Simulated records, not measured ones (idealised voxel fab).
process module | voxel air gaps
cross-section cut | 235 nm wide | cells 5 nm
A cross-section is a grid of square cells, given in bands from the top down. A band is one or more rows of cells.
Each band's line starts with the height of the band's top and of its bottom, in nm. Then come its materials from left to right, each with its width in nm. One material with "throughout" fills the band from edge to edge. "air" is empty space.
Height 0 is the level under which the wafer as received is all one material. The lowest band goes on downwards, as in "0 down".
A width such as "30 to 40" changes by the same amount from each row of cells to the next, from the band's top row to its bottom row.
"no change" after a step means that no cell of the cross-section changed.
closed voids: empty space of 8 cells or more with no open way to the top, each as width x height at its distance from the left edge, in nm
after a step's settings: what the simulator itself notes on the step
overlay nm, on a step with a mask: how far to the right of its planned place the mask lay; to the left if negative
plan
1 op RECEIVE | material Si
2 op CONFORMAL_DEP | material SiO2 | thk nm 10
3 op CONFORMAL_DEP | material SiN | thk nm 5
4 op DIRECTIONAL_DEP | material SiO2 | thk nm 35
5 op MASKED_ETCH | tone open | mask id LINES | width nm 15 | pitch nm 40 | etch materials SiO2 | depth nm 35 | overlay nm 0
6 op CONFORMAL_DEP | material TiN | thk nm 5
7 op FILL_DEP | material Ru | thk nm 5
8 op CMP | height nm 50
9 op EPI | material Ru | thk nm 10
10 op SELECTIVE_ETCH | etch materials SiO2 | depth nm 45
11 op CONFORMAL_DEP | material SiCN | thk nm 5
as received, after step 1
  0 down: Si throughout
  closed voids: none
a wafer at the end: this start, this plan, one mistake
  60 to 55: air 35 | SiCN 165 | air 35
  55 to 45: air 35 | SiCN 5 | Ru 35 | SiCN 5 | Ru 35 | SiCN 5 | Ru 35 | SiCN 5 | Ru 35 | SiCN 5 | air 35
  45 to 40: air 35 | SiCN 15 | TiN 5 | Ru 5 | TiN 5 | SiCN 25 | TiN 5 | Ru 5 | TiN 5 | SiCN 25 | TiN 5 | Ru 5 | TiN 5 | SiCN 25 | TiN 5 | Ru 5 | TiN 5 | SiCN 15 | air 35
  40 to 20: air 45 | SiCN 5 | TiN 5 | Ru 5 | TiN 5 | SiCN 5 | air 15 | SiCN 5 | TiN 5 | Ru 5 | TiN 5 | SiCN 5 | air 15 | SiCN 5 | TiN 5 | Ru 5 | TiN 5 | SiCN 5 | air 15 | SiCN 5 | TiN 5 | Ru 5 | TiN 5 | SiCN 5 | air 45
  20 to 15: SiCN 50 | TiN 15 | SiCN 25 | TiN 15 | SiCN 25 | TiN 15 | SiCN 25 | TiN 15 | SiCN 50
  15 to 10: SiN throughout
  10 to 0: SiO2 throughout
  0 down: Si throughout
  closed voids: 15 x 20 at 70; 15 x 20 at 110; 15 x 20 at 150
what went wrong: step 8 ran as: op CMP | height nm 45
